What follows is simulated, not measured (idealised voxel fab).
process module | voxel transistor to metal
cross-section cut | 205 nm wide | cells 5 nm
A cross-section is a grid of square cells, given in bands from the top down. A band is one or more rows of cells.
Each band's line starts with the height of the band's top and of its bottom, in nm. Then come its materials from left to right, each with its width in nm. One material with "throughout" fills the band from edge to edge. "air" is empty space.
Height 0 is the level under which the wafer as received is all one material. The lowest band goes on downwards, as in "0 down".
A width such as "30 to 40" changes by the same amount from each row of cells to the next, from the band's top row to its bottom row.
"no change" after a step means that no cell of the cross-section changed.
closed voids: empty space of 8 cells or more with no open way to the top, each as width x height at its distance from the left edge, in nm
after a step's settings: what the simulator itself notes on the step
overlay nm, on a step with a mask: how far to the right of its planned place the mask lay; to the left if negative
plan
1 op RECEIVE | material Si
2 op CONFORMAL_DEP | material SiO2 | thk nm 5
3 op CONFORMAL_DEP | material SiN | thk nm 10
4 op DIRECTIONAL_DEP | material aC | thk nm 10
5 op PATTERN | tone cover | mask id ACTIVE | material resist | width nm 120 | thk nm 30 | overlay nm 0
6 op DIRECTIONAL_ETCH | etch materials aC | depth nm 10
7 op STRIP | etch materials resist
8 op DIRECTIONAL_ETCH | etch materials SiN | depth nm 10
9 op DIRECTIONAL_ETCH | etch materials SiO2 | depth nm 5
10 op DIRECTIONAL_ETCH | etch materials Si | depth nm 30
11 op STRIP | etch materials aC
12 op FILL_DEP | material SiO2 | thk nm 10
13 op CMP | height nm 15
14 op SELECTIVE_ETCH | etch materials SiO2 | depth nm 5
15 op STRIP | etch materials SiN
16 op SELECTIVE_ETCH | etch materials SiO2 | depth nm 5
17 op OXIDIZE | depth nm 5
18 op DIRECTIONAL_DEP | material polySi | thk nm 30
19 op DIRECTIONAL_DEP | material SiCN | thk nm 15
20 op MASKED_ETCH | tone cover | mask id GATE | width nm 20 | etch materials SiCN | depth nm 25 | overlay nm 0
21 op MASKED_ETCH | tone cover | mask id GATE | width nm 20 | etch materials polySi | depth nm 40 | overlay nm 0
22 op CONFORMAL_DEP | material SiN | thk nm 5
23 op DIRECTIONAL_ETCH | etch materials SiN | depth nm 5
24 op DIRECTIONAL_ETCH | etch materials SiO2 | depth nm 5
25 op DIRECTIONAL_ETCH | etch materials Si | depth nm 5
26 op EPI | material SiGe | thk nm 10
27 op FILL_DEP | material SiO2 | thk nm 5
28 op CMP | height nm 45
29 op DIRECTIONAL_DEP | material SiO2 | thk nm 10
30 op PATTERN | tone open | mask id CONTACT | material resist | width nm 20 | pitch nm 80 | thk nm 20 | overlay nm 0
31 op DIRECTIONAL_ETCH | etch materials SiO2 | depth nm 55
32 op STRIP | etch materials resist
33 op CONFORMAL_DEP | material TiN | thk nm 5
34 op FILL_DEP | material W | thk nm 10
35 op CMP | height nm 55
36 op DIRECTIONAL_DEP | material TiN | thk nm 5
37 op DIRECTIONAL_DEP | material W | thk nm 15
38 op DIRECTIONAL_DEP | material aC | thk nm 10
39 op PATTERN | tone cover | mask id METAL_1 | material resist | width nm 20 | pitch nm 80 | thk nm 30 | overlay nm 0
40 op DIRECTIONAL_ETCH | etch materials aC | depth nm 10
41 op STRIP | etch materials resist
42 op DIRECTIONAL_ETCH | etch materials W | depth nm 15
43 op DIRECTIONAL_ETCH | etch materials TiN | depth nm 5
44 op STRIP | etch materials aC
45 op CONFORMAL_DEP | material SiN | thk nm 5
46 op FILL_DEP | material SiO2 | thk nm 10
47 op CMP | height nm 75
48 op CONFORMAL_DEP | material SiCN | thk nm 5
49 op DIRECTIONAL_DEP | material SiO2 | thk nm 30
50 op MASKED_ETCH | tone open | mask id METAL_2_HOLES | width nm 15 | pitch nm 80 | etch materials SiO2 | depth nm 30 | overlay nm 0
51 op PATTERN | tone open | mask id METAL_2 | material resist | width nm 20 | pitch nm 80 | thk nm 15 | overlay nm 0
52 op DIRECTIONAL_ETCH | etch materials SiO2 | depth nm 20
53 op DIRECTIONAL_ETCH | etch materials SiCN | depth nm 5
54 op STRIP | etch materials resist
55 op CONFORMAL_DEP | material TiN | thk nm 5
56 op FILL_DEP | material Cu | thk nm 5
57 op CMP | height nm 110
58 op CONFORMAL_DEP | material SiCN | thk nm 5
first wafer, as planned
as received, after step 1
  0 down: Si throughout
  closed voids: none
after step 2
  5 to 0: SiO2 throughout
  below 0: unchanged
after step 3
  15 to 5: SiN throughout
  below 5: unchanged
after step 4
  25 to 15: aC throughout
  below 15: unchanged
after step 5
  55 to 25: air 40 | resist 120 | air 45
  below 25: unchanged
after step 6
  45 to 25: air 40 | resist 120 | air 45
  25 to 15: air 40 | aC 120 | air 45
  below 15: unchanged
after step 7
  25 to 15: air 40 | aC 120 | air 45
  below 15: unchanged
after step 8
  25 to 15: air 40 | aC 120 | air 45
  15 to 5: air 40 | SiN 120 | air 45
  below 5: unchanged
after step 9
  25 to 15: air 40 | aC 120 | air 45
  15 to 5: air 40 | SiN 120 | air 45
  5 to 0: air 40 | SiO2 120 | air 45
  below 0: unchanged
after step 10
  25 to 15: air 40 | aC 120 | air 45
  15 to 5: air 40 | SiN 120 | air 45
  5 to 0: air 40 | SiO2 120 | air 45
  0 to -30: air 40 | Si 120 | air 45
  below -30: unchanged
after step 11
  15 to 5: air 40 | SiN 120 | air 45
  below 5: unchanged
after step 12
  25 to 15: SiO2 throughout
  15 to 5: SiO2 40 | SiN 120 | SiO2 45
  5 to 0: SiO2 throughout
  0 to -30: SiO2 40 | Si 120 | SiO2 45
  below -30: unchanged
after step 13
  15 to 5: SiO2 40 | SiN 120 | SiO2 45
  below 5: unchanged
after step 14
  15 to 10: air 40 | SiN 120 | air 45
  below 10: unchanged
after step 15
  10 to 5: SiO2 40 | air 120 | SiO2 45
  below 5: unchanged
after step 16
  5 to 0: SiO2 35 | air 130 | SiO2 40
  below 0: unchanged
after step 17
  5 to 0: SiO2 35 | air 130 | SiO2 40
  0 to -5: SiO2 throughout
  below -5: unchanged
after step 18
  35 to 30: polySi 35 | air 130 | polySi 40
  30 to 5: polySi throughout
  5 to 0: SiO2 35 | polySi 130 | SiO2 40
  below 0: unchanged
after step 19
  50 to 45: SiCN 35 | air 130 | SiCN 40
  45 to 35: SiCN throughout
  35 to 30: polySi 35 | SiCN 130 | polySi 40
  below 30: unchanged
after step 20
  45 to 35: air 90 | SiCN 20 | air 95
  35 to 30: polySi 35 | air 55 | SiCN 20 | air 55 | polySi 40
  below 30: unchanged
after step 21
  45 to 30: air 90 | SiCN 20 | air 95
  30 to 5: air 90 | polySi 20 | air 95
  5 to 0: SiO2 35 | air 55 | polySi 20 | air 55 | SiO2 40
  below 0: unchanged
after step 22
  50 to 45: air 85 | SiN 30 | air 90
  45 to 30: air 85 | SiN 5 | SiCN 20 | SiN 5 | air 90
  30 to 10: air 85 | SiN 5 | polySi 20 | SiN 5 | air 90
  10 to 5: SiN 40 | air 45 | SiN 5 | polySi 20 | SiN 5 | air 45 | SiN 45
  5 to 0: SiO2 35 | SiN 55 | polySi 20 | SiN 55 | SiO2 40
  below 0: unchanged
after step 23
  45 to 30: air 85 | SiN 5 | SiCN 20 | SiN 5 | air 90
  30 to 5: air 85 | SiN 5 | polySi 20 | SiN 5 | air 90
  5 to 0: SiO2 35 | SiN 5 | air 45 | SiN 5 | polySi 20 | SiN 5 | air 45 | SiN 5 | SiO2 40
  below 0: unchanged
after step 24
  45 to 30: air 85 | SiN 5 | SiCN 20 | SiN 5 | air 90
  30 to 5: air 85 | SiN 5 | polySi 20 | SiN 5 | air 90
  5 to 0: air 35 | SiN 5 | air 45 | SiN 5 | polySi 20 | SiN 5 | air 45 | SiN 5 | air 40
  0 to -5: SiO2 40 | air 45 | SiO2 30 | air 45 | SiO2 45
  below -5: unchanged
after step 25
  45 to 30: air 85 | SiN 5 | SiCN 20 | SiN 5 | air 90
  30 to 5: air 85 | SiN 5 | polySi 20 | SiN 5 | air 90
  5 to 0: air 35 | SiN 5 | air 45 | SiN 5 | polySi 20 | SiN 5 | air 45 | SiN 5 | air 40
  0 to -5: SiO2 40 | air 45 | SiO2 30 | air 45 | SiO2 45
  -5 to -10: SiO2 40 | air 45 | Si 30 | air 45 | SiO2 45
  below -10: unchanged
after step 26
  45 to 30: air 85 | SiN 5 | SiCN 20 | SiN 5 | air 90
  30 to 5: air 85 | SiN 5 | polySi 20 | SiN 5 | air 90
  5 to 0: air 35 | SiN 5 | air 35 | SiGe 10 | SiN 5 | polySi 20 | SiN 5 | SiGe 10 | air 35 | SiN 5 | air 40
  0 to -5: SiO2 40 | SiGe 45 | SiO2 30 | SiGe 45 | SiO2 45
  -5 to -10: SiO2 40 | SiGe 45 | Si 30 | SiGe 45 | SiO2 45
  below -10: unchanged
after step 27
  50 to 45: SiO2 throughout
  45 to 30: SiO2 85 | SiN 5 | SiCN 20 | SiN 5 | SiO2 90
  30 to 5: SiO2 85 | SiN 5 | polySi 20 | SiN 5 | SiO2 90
  5 to 0: SiO2 35 | SiN 5 | SiO2 35 | SiGe 10 | SiN 5 | polySi 20 | SiN 5 | SiGe 10 | SiO2 35 | SiN 5 | SiO2 40
  below 0: unchanged
after step 28
  45 to 30: SiO2 85 | SiN 5 | SiCN 20 | SiN 5 | SiO2 90
  below 30: unchanged
after step 29
  55 to 45: SiO2 throughout
  below 45: unchanged
after step 30
  75 to 55: resist 50 | air 20 | resist 60 | air 20 | resist 55
  below 55: unchanged
after step 31
  75 to 55: resist 50 | air 20 | resist 60 | air 20 | resist 55
  55 to 45: SiO2 50 | air 20 | SiO2 60 | air 20 | SiO2 55
  45 to 30: SiO2 50 | air 20 | SiO2 15 | SiN 5 | SiCN 20 | SiN 5 | SiO2 15 | air 20 | SiO2 55
  30 to 5: SiO2 50 | air 20 | SiO2 15 | SiN 5 | polySi 20 | SiN 5 | SiO2 15 | air 20 | SiO2 55
  5 to 0: SiO2 35 | SiN 5 | SiO2 10 | air 20 | SiO2 5 | SiGe 10 | SiN 5 | polySi 20 | SiN 5 | SiGe 10 | SiO2 5 | air 20 | SiO2 10 | SiN 5 | SiO2 40
  below 0: unchanged
after step 32
  55 to 45: SiO2 50 | air 20 | SiO2 60 | air 20 | SiO2 55
  below 45: unchanged
after step 33
  60 to 55: TiN 55 | air 10 | TiN 70 | air 10 | TiN 60
  55 to 45: SiO2 50 | TiN 5 | air 10 | TiN 5 | SiO2 60 | TiN 5 | air 10 | TiN 5 | SiO2 55
  45 to 30: SiO2 50 | TiN 5 | air 10 | TiN 5 | SiO2 15 | SiN 5 | SiCN 20 | SiN 5 | SiO2 15 | TiN 5 | air 10 | TiN 5 | SiO2 55
  30 to 5: SiO2 50 | TiN 5 | air 10 | TiN 5 | SiO2 15 | SiN 5 | polySi 20 | SiN 5 | SiO2 15 | TiN 5 | air 10 | TiN 5 | SiO2 55
  5 to 0: SiO2 35 | SiN 5 | SiO2 10 | TiN 20 | SiO2 5 | SiGe 10 | SiN 5 | polySi 20 | SiN 5 | SiGe 10 | SiO2 5 | TiN 20 | SiO2 10 | SiN 5 | SiO2 40
  below 0: unchanged
after step 34
  70 to 60: W throughout
  60 to 55: TiN 55 | W 10 | TiN 70 | W 10 | TiN 60
  55 to 45: SiO2 50 | TiN 5 | W 10 | TiN 5 | SiO2 60 | TiN 5 | W 10 | TiN 5 | SiO2 55
  45 to 30: SiO2 50 | TiN 5 | W 10 | TiN 5 | SiO2 15 | SiN 5 | SiCN 20 | SiN 5 | SiO2 15 | TiN 5 | W 10 | TiN 5 | SiO2 55
  30 to 5: SiO2 50 | TiN 5 | W 10 | TiN 5 | SiO2 15 | SiN 5 | polySi 20 | SiN 5 | SiO2 15 | TiN 5 | W 10 | TiN 5 | SiO2 55
  below 5: unchanged
after step 35
  55 to 45: SiO2 50 | TiN 5 | W 10 | TiN 5 | SiO2 60 | TiN 5 | W 10 | TiN 5 | SiO2 55
  below 45: unchanged
after step 36
  60 to 55: TiN throughout
  below 55: unchanged
after step 37
  75 to 60: W throughout
  below 60: unchanged
after step 38
  85 to 75: aC throughout
  below 75: unchanged
after step 39
  115 to 85: air 50 | resist 20 | air 60 | resist 20 | air 55
  below 85: unchanged
after step 40
  105 to 85: air 50 | resist 20 | air 60 | resist 20 | air 55
  85 to 75: air 50 | aC 20 | air 60 | aC 20 | air 55
  below 75: unchanged
after step 41
  85 to 75: air 50 | aC 20 | air 60 | aC 20 | air 55
  below 75: unchanged
after step 42
  85 to 75: air 50 | aC 20 | air 60 | aC 20 | air 55
  75 to 60: air 50 | W 20 | air 60 | W 20 | air 55
  below 60: unchanged
after step 43
  85 to 75: air 50 | aC 20 | air 60 | aC 20 | air 55
  75 to 60: air 50 | W 20 | air 60 | W 20 | air 55
  60 to 55: air 50 | TiN 20 | air 60 | TiN 20 | air 55
  below 55: unchanged
after step 44
  75 to 60: air 50 | W 20 | air 60 | W 20 | air 55
  below 60: unchanged
after step 45
  80 to 75: air 45 | SiN 30 | air 50 | SiN 30 | air 50
  75 to 60: air 45 | SiN 5 | W 20 | SiN 5 | air 50 | SiN 5 | W 20 | SiN 5 | air 50
  60 to 55: SiN 50 | TiN 20 | SiN 60 | TiN 20 | SiN 55
  below 55: unchanged
after step 46
  90 to 80: SiO2 throughout
  80 to 75: SiO2 45 | SiN 30 | SiO2 50 | SiN 30 | SiO2 50
  75 to 60: SiO2 45 | SiN 5 | W 20 | SiN 5 | SiO2 50 | SiN 5 | W 20 | SiN 5 | SiO2 50
  below 60: unchanged
after step 47
  75 to 60: SiO2 45 | SiN 5 | W 20 | SiN 5 | SiO2 50 | SiN 5 | W 20 | SiN 5 | SiO2 50
  below 60: unchanged
after step 48
  80 to 75: SiCN throughout
  below 75: unchanged
after step 49
  110 to 80: SiO2 throughout
  below 80: unchanged
after step 50
  110 to 80: SiO2 50 | air 15 | SiO2 65 | air 15 | SiO2 60
  below 80: unchanged
after step 51
  125 to 110: resist 50 | air 20 | resist 60 | air 20 | resist 55
  below 110: unchanged
after step 52
  125 to 110: resist 50 | air 20 | resist 60 | air 20 | resist 55
  110 to 90: SiO2 50 | air 20 | SiO2 60 | air 20 | SiO2 55
  below 90: unchanged
after step 53
  125 to 110: resist 50 | air 20 | resist 60 | air 20 | resist 55
  110 to 90: SiO2 50 | air 20 | SiO2 60 | air 20 | SiO2 55
  90 to 80: SiO2 50 | air 15 | SiO2 65 | air 15 | SiO2 60
  80 to 75: SiCN 50 | air 15 | SiCN 65 | air 15 | SiCN 60
  below 75: unchanged
after step 54
  110 to 90: SiO2 50 | air 20 | SiO2 60 | air 20 | SiO2 55
  below 90: unchanged
after step 55
  115 to 110: TiN 55 | air 10 | TiN 70 | air 10 | TiN 60
  110 to 95: SiO2 50 | TiN 5 | air 10 | TiN 5 | SiO2 60 | TiN 5 | air 10 | TiN 5 | SiO2 55
  95 to 90: SiO2 50 | TiN 5 | air 5 | TiN 10 | SiO2 60 | TiN 5 | air 5 | TiN 10 | SiO2 55
  90 to 80: SiO2 50 | TiN 5 | air 5 | TiN 5 | SiO2 65 | TiN 5 | air 5 | TiN 5 | SiO2 60
  80 to 75: SiCN 50 | TiN 15 | SiCN 65 | TiN 15 | SiCN 60
  below 75: unchanged
after step 56
  120 to 115: Cu throughout
  115 to 110: TiN 55 | Cu 10 | TiN 70 | Cu 10 | TiN 60
  110 to 95: SiO2 50 | TiN 5 | Cu 10 | TiN 5 | SiO2 60 | TiN 5 | Cu 10 | TiN 5 | SiO2 55
  95 to 90: SiO2 50 | TiN 5 | Cu 5 | TiN 10 | SiO2 60 | TiN 5 | Cu 5 | TiN 10 | SiO2 55
  90 to 80: SiO2 50 | TiN 5 | Cu 5 | TiN 5 | SiO2 65 | TiN 5 | Cu 5 | TiN 5 | SiO2 60
  below 80: unchanged
after step 57
  110 to 95: SiO2 50 | TiN 5 | Cu 10 | TiN 5 | SiO2 60 | TiN 5 | Cu 10 | TiN 5 | SiO2 55
  below 95: unchanged
after step 58
  115 to 110: SiCN throughout
  below 110: unchanged
second wafer: like start, like plan, one mistake. Through step 20 it matches the first wafer
when step 21 should have ended
  45 to 30: air 90 | SiCN 20 | air 95
  30 to 5: air 85 | polySi 30 | air 90
  5 to 0: SiO2 35 | air 50 | polySi 30 | air 50 | SiO2 40
  below 0: unchanged
when step 22 should have ended
  50 to 45: air 85 | SiN 30 | air 90
  45 to 35: air 85 | SiN 5 | SiCN 20 | SiN 5 | air 90
  35 to 30: air 80 | SiN 10 | SiCN 20 | SiN 10 | air 85
  30 to 10: air 80 | SiN 5 | polySi 30 | SiN 5 | air 85
  10 to 5: SiN 40 | air 40 | SiN 5 | polySi 30 | SiN 5 | air 40 | SiN 45
  5 to 0: SiO2 35 | SiN 50 | polySi 30 | SiN 50 | SiO2 40
  below 0: unchanged
when step 23 should have ended
  45 to 30: air 85 | SiN 5 | SiCN 20 | SiN 5 | air 90
  30 to 5: air 80 | SiN 5 | polySi 30 | SiN 5 | air 85
  5 to 0: SiO2 35 | SiN 5 | air 40 | SiN 5 | polySi 30 | SiN 5 | air 40 | SiN 5 | SiO2 40
  below 0: unchanged
when step 24 should have ended
  45 to 30: air 85 | SiN 5 | SiCN 20 | SiN 5 | air 90
  30 to 5: air 80 | SiN 5 | polySi 30 | SiN 5 | air 85
  5 to 0: air 35 | SiN 5 | air 40 | SiN 5 | polySi 30 | SiN 5 | air 40 | SiN 5 | air 40
  0 to -5: SiO2 40 | air 40 | SiO2 40 | air 40 | SiO2 45
  below -5: unchanged
when step 25 should have ended
  45 to 30: air 85 | SiN 5 | SiCN 20 | SiN 5 | air 90
  30 to 5: air 80 | SiN 5 | polySi 30 | SiN 5 | air 85
  5 to 0: air 35 | SiN 5 | air 40 | SiN 5 | polySi 30 | SiN 5 | air 40 | SiN 5 | air 40
  0 to -5: SiO2 40 | air 40 | SiO2 40 | air 40 | SiO2 45
  -5 to -10: SiO2 40 | air 40 | Si 40 | air 40 | SiO2 45
  below -10: unchanged
when step 26 should have ended
  45 to 30: air 85 | SiN 5 | SiCN 20 | SiN 5 | air 90
  30 to 5: air 80 | SiN 5 | polySi 30 | SiN 5 | air 85
  5 to 0: air 35 | SiN 5 | air 30 | SiGe 10 | SiN 5 | polySi 30 | SiN 5 | SiGe 10 | air 30 | SiN 5 | air 40
  0 to -5: SiO2 40 | SiGe 40 | SiO2 40 | SiGe 40 | SiO2 45
  -5 to -10: SiO2 40 | SiGe 40 | Si 40 | SiGe 40 | SiO2 45
  below -10: unchanged
when step 27 should have ended
  50 to 45: SiO2 throughout
  45 to 30: SiO2 85 | SiN 5 | SiCN 20 | SiN 5 | SiO2 90
  30 to 5: SiO2 80 | SiN 5 | polySi 30 | SiN 5 | SiO2 85
  5 to 0: SiO2 35 | SiN 5 | SiO2 30 | SiGe 10 | SiN 5 | polySi 30 | SiN 5 | SiGe 10 | SiO2 30 | SiN 5 | SiO2 40
  below 0: unchanged
when step 28 should have ended
  45 to 30: SiO2 85 | SiN 5 | SiCN 20 | SiN 5 | SiO2 90
  below 30: unchanged
when step 29 should have ended
  55 to 45: SiO2 throughout
  below 45: unchanged
when step 30 should have ended
  75 to 55: resist 50 | air 20 | resist 60 | air 20 | resist 55
  below 55: unchanged
when step 31 should have ended
  75 to 55: resist 50 | air 20 | resist 60 | air 20 | resist 55
  55 to 45: SiO2 50 | air 20 | SiO2 60 | air 20 | SiO2 55
  45 to 30: SiO2 50 | air 20 | SiO2 15 | SiN 5 | SiCN 20 | SiN 5 | SiO2 15 | air 20 | SiO2 55
  30 to 5: SiO2 50 | air 20 | SiO2 10 | SiN 5 | polySi 30 | SiN 5 | SiO2 10 | air 20 | SiO2 55
  5 to 0: SiO2 35 | SiN 5 | SiO2 10 | air 20 | SiGe 10 | SiN 5 | polySi 30 | SiN 5 | SiGe 10 | air 20 | SiO2 10 | SiN 5 | SiO2 40
  below 0: unchanged
when step 32 should have ended
  55 to 45: SiO2 50 | air 20 | SiO2 60 | air 20 | SiO2 55
  below 45: unchanged
when step 33 should have ended
  60 to 55: TiN 55 | air 10 | TiN 70 | air 10 | TiN 60
  55 to 45: SiO2 50 | TiN 5 | air 10 | TiN 5 | SiO2 60 | TiN 5 | air 10 | TiN 5 | SiO2 55
  45 to 30: SiO2 50 | TiN 5 | air 10 | TiN 5 | SiO2 15 | SiN 5 | SiCN 20 | SiN 5 | SiO2 15 | TiN 5 | air 10 | TiN 5 | SiO2 55
  30 to 5: SiO2 50 | TiN 5 | air 10 | TiN 5 | SiO2 10 | SiN 5 | polySi 30 | SiN 5 | SiO2 10 | TiN 5 | air 10 | TiN 5 | SiO2 55
  5 to 0: SiO2 35 | SiN 5 | SiO2 10 | TiN 20 | SiGe 10 | SiN 5 | polySi 30 | SiN 5 | SiGe 10 | TiN 20 | SiO2 10 | SiN 5 | SiO2 40
  below 0: unchanged
when step 34 should have ended
  70 to 60: W throughout
  60 to 55: TiN 55 | W 10 | TiN 70 | W 10 | TiN 60
  55 to 45: SiO2 50 | TiN 5 | W 10 | TiN 5 | SiO2 60 | TiN 5 | W 10 | TiN 5 | SiO2 55
  45 to 30: SiO2 50 | TiN 5 | W 10 | TiN 5 | SiO2 15 | SiN 5 | SiCN 20 | SiN 5 | SiO2 15 | TiN 5 | W 10 | TiN 5 | SiO2 55
  30 to 5: SiO2 50 | TiN 5 | W 10 | TiN 5 | SiO2 10 | SiN 5 | polySi 30 | SiN 5 | SiO2 10 | TiN 5 | W 10 | TiN 5 | SiO2 55
  below 5: unchanged
when step 35 should have ended
  55 to 45: SiO2 50 | TiN 5 | W 10 | TiN 5 | SiO2 60 | TiN 5 | W 10 | TiN 5 | SiO2 55
  below 45: unchanged
when step 36 should have ended
  60 to 55: TiN throughout
  below 55: unchanged
when step 37 should have ended
  75 to 60: W throughout
  below 60: unchanged
when step 38 should have ended
  85 to 75: aC throughout
  below 75: unchanged
when step 39 should have ended
  115 to 85: air 50 | resist 20 | air 60 | resist 20 | air 55
  below 85: unchanged
when step 40 should have ended
  105 to 85: air 50 | resist 20 | air 60 | resist 20 | air 55
  85 to 75: air 50 | aC 20 | air 60 | aC 20 | air 55
  below 75: unchanged
when step 41 should have ended
  85 to 75: air 50 | aC 20 | air 60 | aC 20 | air 55
  below 75: unchanged
when step 42 should have ended
  85 to 75: air 50 | aC 20 | air 60 | aC 20 | air 55
  75 to 60: air 50 | W 20 | air 60 | W 20 | air 55
  below 60: unchanged
when step 43 should have ended
  85 to 75: air 50 | aC 20 | air 60 | aC 20 | air 55
  75 to 60: air 50 | W 20 | air 60 | W 20 | air 55
  60 to 55: air 50 | TiN 20 | air 60 | TiN 20 | air 55
  below 55: unchanged
when step 44 should have ended
  75 to 60: air 50 | W 20 | air 60 | W 20 | air 55
  below 60: unchanged
when step 45 should have ended
  80 to 75: air 45 | SiN 30 | air 50 | SiN 30 | air 50
  75 to 60: air 45 | SiN 5 | W 20 | SiN 5 | air 50 | SiN 5 | W 20 | SiN 5 | air 50
  60 to 55: SiN 50 | TiN 20 | SiN 60 | TiN 20 | SiN 55
  below 55: unchanged
when step 46 should have ended
  90 to 80: SiO2 throughout
  80 to 75: SiO2 45 | SiN 30 | SiO2 50 | SiN 30 | SiO2 50
  75 to 60: SiO2 45 | SiN 5 | W 20 | SiN 5 | SiO2 50 | SiN 5 | W 20 | SiN 5 | SiO2 50
  below 60: unchanged
when step 47 should have ended
  75 to 60: SiO2 45 | SiN 5 | W 20 | SiN 5 | SiO2 50 | SiN 5 | W 20 | SiN 5 | SiO2 50
  below 60: unchanged
when step 48 should have ended
  80 to 75: SiCN throughout
  below 75: unchanged
when step 49 should have ended
  110 to 80: SiO2 throughout
  below 80: unchanged
when step 50 should have ended
  110 to 80: SiO2 50 | air 15 | SiO2 65 | air 15 | SiO2 60
  below 80: unchanged
when step 51 should have ended
  125 to 110: resist 50 | air 20 | resist 60 | air 20 | resist 55
  below 110: unchanged
when step 52 should have ended
  125 to 110: resist 50 | air 20 | resist 60 | air 20 | resist 55
  110 to 90: SiO2 50 | air 20 | SiO2 60 | air 20 | SiO2 55
  below 90: unchanged
when step 53 should have ended
  125 to 110: resist 50 | air 20 | resist 60 | air 20 | resist 55
  110 to 90: SiO2 50 | air 20 | SiO2 60 | air 20 | SiO2 55
  90 to 80: SiO2 50 | air 15 | SiO2 65 | air 15 | SiO2 60
  80 to 75: SiCN 50 | air 15 | SiCN 65 | air 15 | SiCN 60
  below 75: unchanged
when step 54 should have ended
  110 to 90: SiO2 50 | air 20 | SiO2 60 | air 20 | SiO2 55
  below 90: unchanged
when step 55 should have ended
  115 to 110: TiN 55 | air 10 | TiN 70 | air 10 | TiN 60
  110 to 95: SiO2 50 | TiN 5 | air 10 | TiN 5 | SiO2 60 | TiN 5 | air 10 | TiN 5 | SiO2 55
  95 to 90: SiO2 50 | TiN 5 | air 5 | TiN 10 | SiO2 60 | TiN 5 | air 5 | TiN 10 | SiO2 55
  90 to 80: SiO2 50 | TiN 5 | air 5 | TiN 5 | SiO2 65 | TiN 5 | air 5 | TiN 5 | SiO2 60
  80 to 75: SiCN 50 | TiN 15 | SiCN 65 | TiN 15 | SiCN 60
  below 75: unchanged
when step 56 should have ended
  120 to 115: Cu throughout
  115 to 110: TiN 55 | Cu 10 | TiN 70 | Cu 10 | TiN 60
  110 to 95: SiO2 50 | TiN 5 | Cu 10 | TiN 5 | SiO2 60 | TiN 5 | Cu 10 | TiN 5 | SiO2 55
  95 to 90: SiO2 50 | TiN 5 | Cu 5 | TiN 10 | SiO2 60 | TiN 5 | Cu 5 | TiN 10 | SiO2 55
  90 to 80: SiO2 50 | TiN 5 | Cu 5 | TiN 5 | SiO2 65 | TiN 5 | Cu 5 | TiN 5 | SiO2 60
  below 80: unchanged
when step 57 should have ended
  110 to 95: SiO2 50 | TiN 5 | Cu 10 | TiN 5 | SiO2 60 | TiN 5 | Cu 10 | TiN 5 | SiO2 55
  below 95: unchanged
when step 58 should have ended
  115 to 110: SiCN throughout
  below 110: unchanged
what went wrong: step 21 ran as: op MASKED_ETCH | tone cover | mask id GATE | width nm 30 | etch materials polySi | depth nm 40 | overlay nm 0
at the end the second wafer has, in cells: 2 more of Si | 4 fewer of SiGe | 10 fewer of SiO2 | 12 more of polySi
